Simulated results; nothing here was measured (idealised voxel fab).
This is a process module. Its name is voxel double patterning.
Displayed cross-section: cut, width of 265 nm, square cells sized 5 nm.
In what follows, cross-sections appear as grids of square cells, described through bands that run from the top down, where every band is one or more rows of cells. Top height, bottom height, nm. Materials left to right, width each, nm. Single material + "edge to edge" = fills band edge to edge. "blank" = empty. The reference from which all heights are counted is 0, the level beneath which the as-received wafer is entirely one material; the lowest band, having no lower bound, proceeds downward and is written after the example "0 -> down". A two-number width, for instance "30..40", indicates that the width is equal to the first number in the top row of the band and to the second number in the bottom row, and that it changes by a constant amount per row of cells. "all unchanged" -> step changed no cross-section cell. "Unvented internal voids" specifies each empty space that is not open to the top and that occupies no fewer than 8 cells, using the form width x height at distance, the distance measured from the left edge and all three quantities in nm. after a step's settings: what the simulator itself notes on the step. For masked steps, "overlay nm" on the step line gives how far right of plan the mask actually lay; a minus sign means it lay to the left.

The planned process steps are enumerated hereunder:
step 1: op RECEIVE | material Si
step 2: op CONFORMAL_DEP | material SiO2 | thk nm 10
step 3: op DIRECTIONAL_DEP | material polySi | thk nm 20
step 4: op DIRECTIONAL_DEP | material SiCN | thk nm 5
step 5: op DIRECTIONAL_DEP | material aC | thk nm 15
step 6: op PATTERN | tone open | mask id FIRST | material resist | width nm 15 | pitch nm 50 | thk nm 35 | overlay nm -15
step 7: op DIRECTIONAL_ETCH | etch materials aC | depth nm 15
step 8: op STRIP | etch materials resist
step 9: op DIRECTIONAL_ETCH | etch materials SiCN | depth nm 5
step 10: op STRIP | etch materials aC
step 11: op PATTERN | tone open | mask id SECOND | material resist | width nm 15 | thk nm 20 | overlay nm 0
step 12: op DIRECTIONAL_ETCH | etch materials SiCN | depth nm 5
step 13: op STRIP | etch materials resist
step 14: op DIRECTIONAL_ETCH | etch materials polySi | depth nm 20
step 15: op STRIP | etch materials SiCN
Across this set of wafers, the varied parameter is the overlay nm of step 6. Starting conditions are identical for every wafer, and the plan reports the value assigned to the first wafer.

The as-received cross-section of the first of several wafers corresponds to the state after step 1:
> 0 -> down | Si edge to edge
> Unvented internal voids: none

At the end of the module, after its last step, step 15, the first of several wafers appears in cross-section as follows:
> 30 -> 10 | polySi: 85  blank: 15  polySi: 25  blank: 25  polySi: 115
> 10 -> 0 | SiO2 edge to edge
> 0 -> down | Si edge to edge
> Unvented internal voids: none

Cross-section of the final wafer among several, taken at the end of the module:
> 30 -> 10 | polySi: 115  blank: 25  polySi: 25  blank: 15  polySi: 85
> 10 -> 0 | SiO2 edge to edge
> 0 -> down | Si edge to edge
> Unvented internal voids: none

Heads up, this table goes wafer by wafer. A row tells you, at the end of the module, how many cells of each material that wafer has put on (+) or dropped (-) since it was received, and then its closed voids:
overlay nm -15; +106 SiO2; +180 polySi; Unvented internal voids: none
overlay nm -10; +106 SiO2; +176 polySi; Unvented internal voids: none
overlay nm -5; +106 SiO2; +176 polySi; Unvented internal voids: none
overlay nm 0; +106 SiO2; +176 polySi; Unvented internal voids: none
overlay nm 5; +106 SiO2; +176 polySi; Unvented internal voids: none
overlay nm 10; +106 SiO2; +176 polySi; Unvented internal voids: none
overlay nm 15; +106 SiO2; +180 polySi; Unvented internal voids: none
